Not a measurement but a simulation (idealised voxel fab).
Process module, titled voxel transistor to metal
The width of the displayed cross-section, cut, is 285 nm; its cells are square, with a size of 5 nm.
How to read a cross-section here: the picture is a grid of square cells, written as bands going from the top down, and any band can span one or more rows of cells. In this notation a band is specified by the heights of its top and bottom, in that order and in nm, after which its materials appear from left to right, each paired with its width in nm. The word "everywhere" attached to a single material means that material fills the band from edge to edge; the word "blank" stands for empty space. For the purposes of this specification, 0 denotes the height below which the wafer in its as-received condition is composed wholly of one material, and the lowermost band, lacking a lower limit, extends downward without end, as expressed in "0..down". You'd read "30 to 40" like this: the band's top row of cells is as wide as the first number, its bottom row is as wide as the second, and going down, every row changes width by the same amount as the row before did. Where the words "no modification" appear for a step, the cross-section shows no cell changed by that step; every cell remained as before. "Closed void list" enumerates empty spaces isolated from the top, with no open way to it, that contain at least 8 cells, giving each as width x height at distance from the left edge, all three in nm. If you see something after the settings on a step's line, that's the simulator's own remark about that step. For masked steps, "overlay nm" on the step line gives how far right of plan the mask actually lay; a minus sign means it lay to the left.
This section lists the process steps that were planned:
step 1: op RECEIVE | material Si
step 2: op CONFORMAL_DEP | material SiO2 | thk nm 5
step 3: op CONFORMAL_DEP | material SiN | thk nm 10
step 4: op MASKED_ETCH | tone cover | mask id ACTIVE | width nm 95 | pitch nm 125 | etch materials SiN | depth nm 10 | overlay nm 0
step 5: op MASKED_ETCH | tone cover | mask id ACTIVE | width nm 95 | pitch nm 125 | etch materials SiO2 | depth nm 5 | overlay nm 0
step 6: op MASKED_ETCH | tone cover | mask id ACTIVE | width nm 95 | pitch nm 125 | etch materials Si | depth nm 35 | overlay nm 0
step 7: op FILL_DEP | material SiO2 | thk nm 10
step 8: op CMP | height nm 15
step 9: op SELECTIVE_ETCH | etch materials SiO2 | depth nm 5
step 10: op STRIP | etch materials SiN
step 11: op SELECTIVE_ETCH | etch materials SiO2 | depth nm 5
step 12: op OXIDIZE | depth nm 5
step 13: op DIRECTIONAL_DEP | material polySi | thk nm 20
step 14: op DIRECTIONAL_DEP | material SiCN | thk nm 10
step 15: op PATTERN | tone cover | mask id GATE | material resist | width nm 25 | pitch nm 125 | thk nm 20 | overlay nm 0
step 16: op DIRECTIONAL_ETCH | etch materials SiCN | depth nm 20
step 17: op DIRECTIONAL_ETCH | etch materials polySi | depth nm 30
step 18: op STRIP | etch materials resist
step 19: op CONFORMAL_DEP | material SiN | thk nm 10
step 20: op DIRECTIONAL_ETCH | etch materials SiN | depth nm 10
step 21: op DIRECTIONAL_ETCH | etch materials SiO2 | depth nm 5
step 22: op DIRECTIONAL_ETCH | etch materials Si | depth nm 5
step 23: op EPI | material SiGe | thk nm 10
step 24: op FILL_DEP | material SiO2 | thk nm 5
step 25: op CMP | height nm 20
step 26: op DIRECTIONAL_DEP | material SiO2 | thk nm 10
step 27: op MASKED_ETCH | tone open | mask id CONTACT | width nm 15 | etch materials SiO2 | depth nm 35 | overlay nm 0
step 28: op CONFORMAL_DEP | material TiN | thk nm 5
step 29: op FILL_DEP | material Ru | thk nm 5
step 30: op CMP | height nm 40
step 31: op DIRECTIONAL_DEP | material TiN | thk nm 5
step 32: op DIRECTIONAL_DEP | material Ru | thk nm 25
step 33: op MASKED_ETCH | tone cover | mask id METAL_1 | width nm 15 | etch materials Ru | depth nm 25 | overlay nm 0
step 34: op MASKED_ETCH | tone cover | mask id METAL_1 | width nm 15 | etch materials TiN | depth nm 5 | overlay nm 0
step 35: op FILL_DEP | material lowk | thk nm 10
step 36: op CMP | height nm 70
step 37: op CONFORMAL_DEP | material SiN | thk nm 5
Wafers differ in height nm at step 25; plan lists the first wafer's value; identical starting state.
The first of several wafers in cross-section, exactly as it reached us after step 1:
* 0..down = Si everywhere
* Closed void list: none
Basically each wafer gets a line in the table, showing it at the end of the module: material by material, the cells it gained (+) or lost (-) since we got it, then its closed voids:
height nm 20 | +137 Ru | -187 Si | +48 SiGe | +97 SiN | +341 SiO2 | +109 TiN | +270 lowk | +40 polySi | Closed void list: none
height nm 25 | +84 Ru | -187 Si | +10 SiCN | +48 SiGe | +105 SiN | +368 SiO2 | +117 TiN | +270 lowk | +40 polySi | Closed void list: none
height nm 30 | +84 Ru | -187 Si | +20 SiCN | +48 SiGe | +113 SiN | +395 SiO2 | +72 TiN | +270 lowk | +40 polySi | Closed void list: none
height nm 35 | +80 Ru | -187 Si | +20 SiCN | +48 SiGe | +113 SiN | +407 SiO2 | +64 TiN | +270 lowk | +40 polySi | Closed void list: none
